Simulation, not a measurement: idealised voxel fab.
Process module name: voxel self aligned contacts
255 nm wide, 5 nm square cells: that's cross-section cut.
Cross-section layout: square cells on a grid; listed as bands, top to bottom; a band spans one or more cell rows. The band entry comprises the height of the band's top followed by the height of its bottom, expressed in nm, and subsequently the band's materials from left to right, each stated together with its width in nm. Where a single material is marked with the word "throughout", that material fills the band from edge to edge. The word "air" represents empty space. Heights from 0 (as-received wafer is one material below). Bottom band endless downward, as "0 -> down". Quick explanation for "30->40": the width changes in equal steps down the rows of cells, from the first number in the band's top row to the second number in its bottom row. Key: "nothing got changed" - step with no changed cell in the cross-section. The entry titled "Voids, enclosed" provides the empty spaces that have no open way to the top, restricted to those of 8 cells or more. Each is presented as width x height at distance, the distance being measured from the left edge, with all three in nm. Text after the settings on a step's line: the simulator's own remark on that step. overlay nm: mask offset rightward from planned place, masked step; negative means leftward offset.
The process steps that were planned are listed below
1 RECEIVE [material Si]
2 CONFORMAL_DEP [material SiO2] [thk nm 5]
3 DIRECTIONAL_DEP [material polySi] [thk nm 25]
4 DIRECTIONAL_DEP [material SiN] [thk nm 25]
5 PATTERN [tone cover] [mask id GATE] [material resist] [width nm 35] [pitch nm 75] [thk nm 15] [overlay nm 0]
6 DIRECTIONAL_ETCH [etch materials SiN] [depth nm 25]
7 DIRECTIONAL_ETCH [etch materials polySi] [depth nm 25]
8 STRIP [etch materials resist]
9 CONFORMAL_DEP [material SiN] [thk nm 10]
10 DIRECTIONAL_ETCH [etch materials SiN] [depth nm 10]
11 FILL_DEP [material SiO2] [thk nm 15]
12 CMP [height nm 65]
13 MASKED_ETCH [tone open] [mask id CONTACT] [width nm 50] [pitch nm 75] [etch materials SiO2] [depth nm 65] [overlay nm 0]
14 CONFORMAL_DEP [material TiN] [thk nm 5]
15 FILL_DEP [material Ru] [thk nm 10]
16 CMP [height nm 65]
17 CONFORMAL_DEP [material SiN] [thk nm 5]
Incoming wafer, cross-sectional view, post step 1
  0 -> down = Si throughout
  Voids, enclosed: none
Cross-sectional image of the first of two wafers at the end of the module, the run having proceeded as planned
  70 -> 65 = SiN throughout
  65 -> 55 = SiO2: 65 | TiN: 5->20 | Ru: 40->10 | TiN: 5->20 | SiO2: 25 | TiN: 5->20 | Ru: 40->10 | TiN: 5->20 | SiO2: 65
  55 -> 30 = SiO2: 25 | SiN: 55 | TiN: 5 | Ru: 10 | TiN: 5 | SiN: 55 | TiN: 5 | Ru: 10 | TiN: 5 | SiN: 55 | SiO2: 25
  30 -> 5 = SiO2: 25 | SiN: 10 | polySi: 35 | SiN: 10 | TiN: 5 | Ru: 10 | TiN: 5 | SiN: 10 | polySi: 35 | SiN: 10 | TiN: 5 | Ru: 10 | TiN: 5 | SiN: 10 | polySi: 35 | SiN: 10 | SiO2: 25
  5 -> 0 = SiO2: 80 | TiN: 20 | SiO2: 55 | TiN: 20 | SiO2: 80
  0 -> down = Si throughout
  Voids, enclosed: none
So this is wafer number two of the two, cut at the end of the module - it started where the first did and had the same plan, we just got one thing wrong running it
  85 -> 80 = SiN throughout
  80 -> 70 = Ru throughout
  70 -> 65 = TiN: 70 | Ru: 40 | TiN: 35 | Ru: 40 | TiN: 70
  65 -> 55 = SiO2: 65 | TiN: 5->20 | Ru: 40->10 | TiN: 5->20 | SiO2: 25 | TiN: 5->20 | Ru: 40->10 | TiN: 5->20 | SiO2: 65
  55 -> 30 = SiO2: 25 | SiN: 55 | TiN: 5 | Ru: 10 | TiN: 5 | SiN: 55 | TiN: 5 | Ru: 10 | TiN: 5 | SiN: 55 | SiO2: 25
  30 -> 5 = SiO2: 25 | SiN: 10 | polySi: 35 | SiN: 10 | TiN: 5 | Ru: 10 | TiN: 5 | SiN: 10 | polySi: 35 | SiN: 10 | TiN: 5 | Ru: 10 | TiN: 5 | SiN: 10 | polySi: 35 | SiN: 10 | SiO2: 25
  5 -> 0 = SiO2: 80 | TiN: 20 | SiO2: 55 | TiN: 20 | SiO2: 80
  0 -> down = Si throughout
  Voids, enclosed: none
Finding, execution versus plan: skipped: plan step 16 (never run)
Materials where the second wafer ends with more or fewer cells than the first: Ru +118; TiN +35
